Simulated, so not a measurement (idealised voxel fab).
The process module that follows is named voxel capacitor over wiring.
Square cell edge 5 nm, section width 230 nm, ID cut.
A cross-section is written here as square cells arranged in a grid, and it is given in bands from the top down, each band taking up one or more rows of cells.
Basically the band line says how high the top is and how high the bottom is, in nm, and then what's in it from left to right, every material with its width in nm. Empty space shows up as "blank", and if a single material carries "edge to edge" it runs the full band edge to edge.
Heights are measured from 0, the level below which the as-received wafer is all one material; the lowest band has no bottom and continues downward, written as in "0 -> down".
Width: "30..40" (first number = top row, second number = bottom row, same change from row to row of cells).
Take "no modification" at face value: in the step it is given for, the cross-section changed in none of its cells.
"Closed void roster" lists enclosed empty spaces (at least 8 cells, no open path upward to the top), each as width x height at distance from the left edge, in nm.
That trailing text on a step's line, after the settings, is the simulator's own remark on the step.
Regarding "overlay nm": on a step with a mask, it is the distance the mask lay to the right of its planned place; a negative value places it to the left.
Listed below are the process steps as planned
step 1: RECEIVE with material Si
step 2: CONFORMAL_DEP with material SiO2, thk nm 15
step 3: DIRECTIONAL_DEP with material TiN, thk nm 5
step 4: DIRECTIONAL_DEP with material Ru, thk nm 15
step 5: MASKED_ETCH with tone cover, mask id METAL_1, width nm 25, pitch nm 80, etch materials Ru, depth nm 15, overlay nm -15
step 6: MASKED_ETCH with tone cover, mask id METAL_1, width nm 25, pitch nm 80, etch materials TiN, depth nm 5, overlay nm 0
step 7: FILL_DEP with material SiO2, thk nm 5
step 8: CMP with height nm 35
step 9: CONFORMAL_DEP with material SiCN, thk nm 5
step 10: DIRECTIONAL_DEP with material SiO2, thk nm 20
step 11: PATTERN with tone open, mask id PLUG_1, material resist, width nm 15, thk nm 20, overlay nm 0
step 12: DIRECTIONAL_ETCH with etch materials SiO2, depth nm 20
step 13: DIRECTIONAL_ETCH with etch materials SiCN, depth nm 5
step 14: STRIP with etch materials resist
step 15: CONFORMAL_DEP with material TiN, thk nm 5
step 16: FILL_DEP with material Cu, thk nm 5
step 17: CMP with height nm 60
step 18: DIRECTIONAL_DEP with material TiN, thk nm 5
step 19: DIRECTIONAL_DEP with material SiN, thk nm 5
step 20: DIRECTIONAL_DEP with material TiN, thk nm 10
step 21: PATTERN with tone cover, mask id UPPER_PLATE, material resist, width nm 60, thk nm 20, overlay nm 0
step 22: DIRECTIONAL_ETCH with etch materials TiN, depth nm 10
step 23: DIRECTIONAL_ETCH with etch materials SiN, depth nm 5
step 24: STRIP with etch materials resist
step 25: DIRECTIONAL_DEP with material aC, thk nm 15
step 26: PATTERN with tone cover, mask id LOWER_PLATE, material resist, width nm 70, thk nm 30, overlay nm 0
step 27: DIRECTIONAL_ETCH with etch materials aC, depth nm 15
step 28: STRIP with etch materials resist
step 29: DIRECTIONAL_ETCH with etch materials TiN, depth nm 5
step 30: STRIP with etch materials aC
step 31: FILL_DEP with material SiO2, thk nm 15
step 32: CMP with height nm 90
step 33: DIRECTIONAL_DEP with material aC, thk nm 10
step 34: PATTERN with tone open, mask id PLUG_2, material resist, width nm 15, thk nm 30, overlay nm 0
step 35: DIRECTIONAL_ETCH with etch materials aC, depth nm 10
step 36: STRIP with etch materials resist
step 37: DIRECTIONAL_ETCH with etch materials SiO2, depth nm 10
step 38: STRIP with etch materials aC
step 39: CONFORMAL_DEP with material TiN, thk nm 5
step 40: FILL_DEP with material Ru, thk nm 5
step 41: CMP with height nm 90
step 42: CONFORMAL_DEP with material SiCN, thk nm 5
Where the wafers of this document differ is in the overlay nm of step 5; they start out the same, and the plan states the value that applied to the first wafer.
The first of several wafers as received, shown in cross-section; this is its state after step 1
* 0 -> down = Si edge to edge
* Closed void roster: none
Cross-section, first of several wafers, end of module, after last step 42
* 95 -> 90 = SiCN edge to edge
* 90 -> 85 = SiO2 80 nm; TiN 5 nm; Ru 5 nm; TiN 5 nm; SiO2 135 nm
* 85 -> 80 = SiO2 80 nm; TiN 15 nm; SiO2 135 nm
* 80 -> 70 = SiO2 70 nm; TiN 60 nm; SiO2 100 nm
* 70 -> 65 = SiO2 70 nm; SiN 60 nm; SiO2 100 nm
* 65 -> 60 = SiO2 65 nm; TiN 70 nm; SiO2 95 nm
* 60 -> 40 = SiO2 70 nm; TiN 5 nm; Cu 5 nm; TiN 5 nm; SiO2 145 nm
* 40 -> 35 = SiCN 70 nm; TiN 15 nm; SiCN 145 nm
* 35 -> 20 = SiO2 45 nm; Ru 25 nm; SiO2 55 nm; Ru 25 nm; SiO2 80 nm
* 20 -> 15 = SiO2 45 nm; TiN 40 nm; SiO2 40 nm; TiN 40 nm; SiO2 65 nm
* 15 -> 0 = SiO2 edge to edge
* 0 -> down = Si edge to edge
* Closed void roster: none
Last wafer, end of module, cross-section
* 95 -> 90 = SiCN edge to edge
* 90 -> 85 = SiO2 80 nm; TiN 5 nm; Ru 5 nm; TiN 5 nm; SiO2 135 nm
* 85 -> 80 = SiO2 80 nm; TiN 15 nm; SiO2 135 nm
* 80 -> 70 = SiO2 70 nm; TiN 60 nm; SiO2 100 nm
* 70 -> 65 = SiO2 70 nm; SiN 60 nm; SiO2 100 nm
* 65 -> 60 = SiO2 65 nm; TiN 70 nm; SiO2 95 nm
* 60 -> 40 = SiO2 70 nm; TiN 5 nm; Cu 5 nm; TiN 5 nm; SiO2 145 nm
* 40 -> 35 = SiCN 70 nm; TiN 15 nm; SiCN 145 nm
* 35 -> 20 = SiO2 75 nm; Ru 25 nm; SiO2 55 nm; Ru 25 nm; SiO2 50 nm
* 20 -> 15 = SiO2 60 nm; TiN 40 nm; SiO2 40 nm; TiN 40 nm; SiO2 50 nm
* 15 -> 0 = SiO2 edge to edge
* 0 -> down = Si edge to edge
* Closed void roster: none
For your reference, the table is organized with a row per wafer; each row reflects the wafer at the end of the module, indicating for each material the cells gained (+) or lost (-) since receipt, and thereafter its closed voids
overlay nm -15; +4 Cu; +31 Ru; +89 SiCN; +12 SiN; +668 SiO2; +70 TiN; Closed void roster: none
overlay nm -10; +4 Cu; +31 Ru; +89 SiCN; +12 SiN; +670 SiO2; +68 TiN; Closed void roster: none
overlay nm -5; +4 Cu; +31 Ru; +89 SiCN; +12 SiN; +672 SiO2; +66 TiN; Closed void roster: none
overlay nm 0; +4 Cu; +31 Ru; +89 SiCN; +12 SiN; +674 SiO2; +64 TiN; Closed void roster: none
overlay nm 5; +4 Cu; +31 Ru; +89 SiCN; +12 SiN; +672 SiO2; +66 TiN; Closed void roster: none
overlay nm 10; +4 Cu; +31 Ru; +89 SiCN; +12 SiN; +670 SiO2; +68 TiN; Closed void roster: none
overlay nm 15; +4 Cu; +31 Ru; +89 SiCN; +12 SiN; +668 SiO2; +70 TiN; Closed void roster: none
